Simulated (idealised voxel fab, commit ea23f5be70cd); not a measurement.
process module | voxel air gaps
cross-section cut | 295 nm wide | cells 5 nm
A cross-section is a grid of square cells, given in bands from the top down. A band is one or more rows of cells.
Each band's line starts with the height of the band's top and of its bottom, in nm. Then come its materials from left to right, each with its width in nm. One material with "throughout" fills the band from edge to edge. "air" is empty space.
Height 0 is the level under which the wafer as received is all one material. The lowest band goes on downwards, as in "0 down".
A width such as "30 to 40" changes by the same amount from each row of cells to the next, from the band's top row to its bottom row.
"no change" after a step means that no cell of the cross-section changed.
closed voids: empty space of 8 cells or more with no open way to the top, each as width x height at its distance from the left edge, in nm
after a step's settings: what the simulator itself notes on the step
overlay nm, on a step with a mask: how far to the right of its planned place the mask lay; to the left if negative
plan
1 op RECEIVE | material Si
2 op CONFORMAL_DEP | material SiO2 | thk nm 15
3 op CONFORMAL_DEP | material SiCN | thk nm 5
4 op DIRECTIONAL_DEP | material SiO2 | thk nm 40
5 op PATTERN | tone open | mask id LINES | material resist | width nm 15 | pitch nm 45 | thk nm 15 | overlay nm 0
6 op DIRECTIONAL_ETCH | etch materials SiO2 | depth nm 40
7 op STRIP | etch materials resist
8 op CONFORMAL_DEP | material TiN | thk nm 5
9 op FILL_DEP | material Ru | thk nm 10
10 op CMP | height nm 60
11 op EPI | material Ru | thk nm 10
12 op SELECTIVE_ETCH | etch materials SiO2 | depth nm 50
13 op CONFORMAL_DEP | material SiCN | thk nm 5
varied across the wafers: width nm of step 5. The plan shows the first wafer's value. All wafers start alike
first wafer as received, after step 1
  0 down: Si throughout
  closed voids: none
first wafer at the end, after step 13
  75 to 70: air 60 | SiCN 180 | air 55
  70 to 60: air 60 | SiCN 5 | Ru 35 | SiCN 10 | Ru 35 | SiCN 10 | Ru 35 | SiCN 10 | Ru 35 | SiCN 5 | air 55
  60 to 55: air 60 | SiCN 15 | TiN 5 | Ru 5 | TiN 5 | SiCN 30 | TiN 5 | Ru 5 | TiN 5 | SiCN 30 | TiN 5 | Ru 5 | TiN 5 | SiCN 30 | TiN 5 | Ru 5 | TiN 5 | SiCN 15 | air 55
  55 to 25: air 70 | SiCN 5 | TiN 5 | Ru 5 | TiN 5 | SiCN 5 | air 20 | SiCN 5 | TiN 5 | Ru 5 | TiN 5 | SiCN 5 | air 20 | SiCN 5 | TiN 5 | Ru 5 | TiN 5 | SiCN 5 | air 20 | SiCN 5 | TiN 5 | Ru 5 | TiN 5 | SiCN 5 | air 65
  25 to 20: SiCN 75 | TiN 15 | SiCN 30 | TiN 15 | SiCN 30 | TiN 15 | SiCN 30 | TiN 15 | SiCN 70
  20 to 15: SiCN throughout
  15 to 0: SiO2 throughout
  0 down: Si throughout
  closed voids: 20 x 30 at 95; 20 x 30 at 140; 20 x 30 at 185
last wafer at the end
  75 to 70: air 50 | SiCN 195 | air 50
  70 to 60: air 50 | SiCN 5 | Ru 185 | SiCN 5 | air 50
  60 to 55: air 50 | SiCN 15 | TiN 5 | Ru 20 | TiN 5 | SiO2 15 | TiN 5 | Ru 20 | TiN 5 | SiO2 15 | TiN 5 | Ru 20 | TiN 5 | SiO2 15 | TiN 5 | Ru 20 | TiN 5 | SiCN 15 | air 50
  55 to 25: air 60 | SiCN 5 | TiN 5 | Ru 20 | TiN 5 | SiO2 15 | TiN 5 | Ru 20 | TiN 5 | SiO2 15 | TiN 5 | Ru 20 | TiN 5 | SiO2 15 | TiN 5 | Ru 20 | TiN 5 | SiCN 5 | air 60
  25 to 20: SiCN 65 | TiN 30 | SiO2 15 | TiN 30 | SiO2 15 | TiN 30 | SiO2 15 | TiN 30 | SiCN 65
  20 to 15: SiCN throughout
  15 to 0: SiO2 throughout
  0 down: Si throughout
  closed voids: none
each wafer at the end: cells of each material gained (+) or lost (-) since it was received, then its closed voids
width nm 15 | +84 Ru | +230 SiCN | +177 SiO2 | +68 TiN | closed voids: 20 x 30 at 95; 20 x 30 at 140; 20 x 30 at 185
width nm 20 | +120 Ru | +218 SiCN | +177 SiO2 | +72 TiN | closed voids: 15 x 30 at 95; 15 x 30 at 140; 15 x 30 at 185
width nm 25 | +156 Ru | +146 SiCN | +273 SiO2 | +76 TiN | closed voids: none
width nm 30 | +186 Ru | +146 SiCN | +249 SiO2 | +80 TiN | closed voids: none
